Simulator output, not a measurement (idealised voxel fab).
The process module that follows is named voxel lift off.
Pictured: cross-section cut, 215 nm wide, on a grid of 5 nm square cells.
Each cross-section below is a grid of square cells, stated as bands in top-down order, with one or more rows of cells making up each band.
Heads up on the band format: heights come first, top then bottom, in nm. After that it's the materials left to right, each with its width in nm. A single material flagged "full width" fills the whole band edge to edge, and "air" means there's empty space there.
For the purposes of this specification, 0 denotes the height below which the wafer in its as-received condition is composed wholly of one material, and the lowermost band, lacking a lower limit, extends downward without end, as expressed in "0 -> down".
Note: "30 to 40" means the width goes from the first number (top row of the band) to the second number (bottom row) in equal steps per row of cells.
Basically "no change" means that step didn't change any cell in the cross-section.
"Sealed void inventory" - sealed voids, min. 8 cells, no opening to top; format: width x height at distance (distance from left edge; nm throughout).
Whatever follows a step's settings on its line is a remark the simulator itself makes about that step.
"overlay nm" on a masked step: distance the mask lay right of its planned place, negative for left.
**Process steps - plan**
1 RECEIVE [material Si]
2 CONFORMAL_DEP [material SiO2] [thk nm 5]
3 PATTERN [tone open] [mask id LINES] [material resist] [width nm 30] [pitch nm 45] [thk nm 25] [overlay nm 0]
4 DIRECTIONAL_DEP [material Ru] [thk nm 5]
5 STRIP [etch materials resist]
6 CONFORMAL_DEP [material SiCN] [thk nm 10]
Wafer-to-wafer difference: thk nm, step 4. Common start. Plan = first wafer's value.
**Here's the first of the wafers in cross-section, just as we got it, i.e. after step 1**
	0 -> down = Si full width
	Sealed void inventory: none
**End of module, by wafer: material-by-material cell gain (+) or loss (-) since receipt, then closed voids**
thk nm 5, +24 Ru, +99 SiCN, +43 SiO2, Sealed void inventory: none
thk nm 10, +48 Ru, +112 SiCN, +43 SiO2, Sealed void inventory: none
thk nm 15, +72 Ru, +125 SiCN, +43 SiO2, Sealed void inventory: none
thk nm 20, +96 Ru, +138 SiCN, +43 SiO2, Sealed void inventory: none
